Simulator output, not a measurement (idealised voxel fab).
Process module under the name voxel wiring stack
The cross-section shown here is cut; it is 190 nm wide and divided into square cells measuring 5 nm on a side.
A cross-section is written here as square cells arranged in a grid, and it is given in bands from the top down, each band taking up one or more rows of cells. This entry defines a band. It first specifies the height of the band's top and the height of its bottom in nm, and then specifies the band's materials from left to right, stating each material with its width in nm. The word "everywhere" identifies a single material that fills the band from edge to edge, while the word "blank" identifies empty space. Heights are measured from 0, the level below which the as-received wafer is all one material; the lowest band has no bottom and continues downward, written as in "from 0 down". The expression "30->40" gives the width at the extremes of the band, the first number at its top row of cells and the second at its bottom row, with the width changing by equal amounts from each row to the next in between. A step reported as "all unchanged" is a step in which no cell of the cross-section changed. "Voids, sealed" specifies each empty space that is not open to the top and that occupies no fewer than 8 cells, using the form width x height at distance, the distance measured from the left edge and all three quantities in nm. Post-settings text on a step line: simulator's own remark regarding the step. "overlay nm" denotes, for a step that has a mask, the displacement of the mask to the right of its planned place, with negative values corresponding to the left.

These are the steps we planned for the process:
1) RECEIVE with material Si
2) CONFORMAL_DEP with material SiO2, thk nm 10
3) DIRECTIONAL_DEP with material TiN, thk nm 5
4) DIRECTIONAL_DEP with material Ru, thk nm 20
5) PATTERN with tone cover, mask id METAL_1, material resist, width nm 20, pitch nm 45, thk nm 20, overlay nm -15
6) DIRECTIONAL_ETCH with etch materials Ru, depth nm 20
7) DIRECTIONAL_ETCH with etch materials TiN, depth nm 5
8) STRIP with etch materials resist
9) CONFORMAL_DEP with material SiN, thk nm 5
10) FILL_DEP with material SiO2, thk nm 5
11) CMP with height nm 35
12) CONFORMAL_DEP with material SiCN, thk nm 5
13) DIRECTIONAL_DEP with material lowk, thk nm 35
14) DIRECTIONAL_DEP with material aC, thk nm 10
15) PATTERN with tone open, mask id METAL_2, material resist, width nm 20, pitch nm 45, thk nm 25, overlay nm 0
16) DIRECTIONAL_ETCH with etch materials aC, depth nm 10
17) STRIP with etch materials resist
18) DIRECTIONAL_ETCH with etch materials lowk, depth nm 20
19) STRIP with etch materials aC
20) MASKED_ETCH with tone open, mask id METAL_2_HOLES, width nm 15, pitch nm 45, etch materials lowk, depth nm 15, overlay nm 0
21) MASKED_ETCH with tone open, mask id METAL_2_HOLES, width nm 15, pitch nm 45, etch materials SiCN, depth nm 5, overlay nm 0
22) CONFORMAL_DEP with material TiN, thk nm 5
23) FILL_DEP with material Cu, thk nm 5
24) CMP with height nm 75
25) CONFORMAL_DEP with material SiN, thk nm 5
It is noted that the wafers described herein are identical at the outset and are distinguished by the overlay nm of step 5; the value stated in the plan corresponds to the first wafer.

First wafer as received, after step 1:
    from 0 down = Si everywhere
    Voids, sealed: none

Rows = wafers. At module end, each row lists per material the cells gained (+) or lost (-) since the wafer was received, then the closed voids:
overlay nm -15 | +20 Cu | +32 Ru | +32 SiCN | +84 SiN | +180 SiO2 | +44 TiN | +216 lowk | Voids, sealed: none
overlay nm -10 | +20 Cu | +32 Ru | +32 SiCN | +84 SiN | +180 SiO2 | +44 TiN | +216 lowk | Voids, sealed: none
overlay nm -5 | +20 Cu | +32 Ru | +32 SiCN | +84 SiN | +180 SiO2 | +44 TiN | +216 lowk | Voids, sealed: none
overlay nm 0 | +20 Cu | +32 Ru | +32 SiCN | +84 SiN | +180 SiO2 | +44 TiN | +216 lowk | Voids, sealed: none
overlay nm 5 | +20 Cu | +32 Ru | +32 SiCN | +84 SiN | +180 SiO2 | +44 TiN | +216 lowk | Voids, sealed: none
overlay nm 10 | +20 Cu | +32 Ru | +32 SiCN | +84 SiN | +180 SiO2 | +44 TiN | +216 lowk | Voids, sealed: none
overlay nm 15 | +20 Cu | +32 Ru | +32 SiCN | +84 SiN | +180 SiO2 | +44 TiN | +216 lowk | Voids, sealed: none
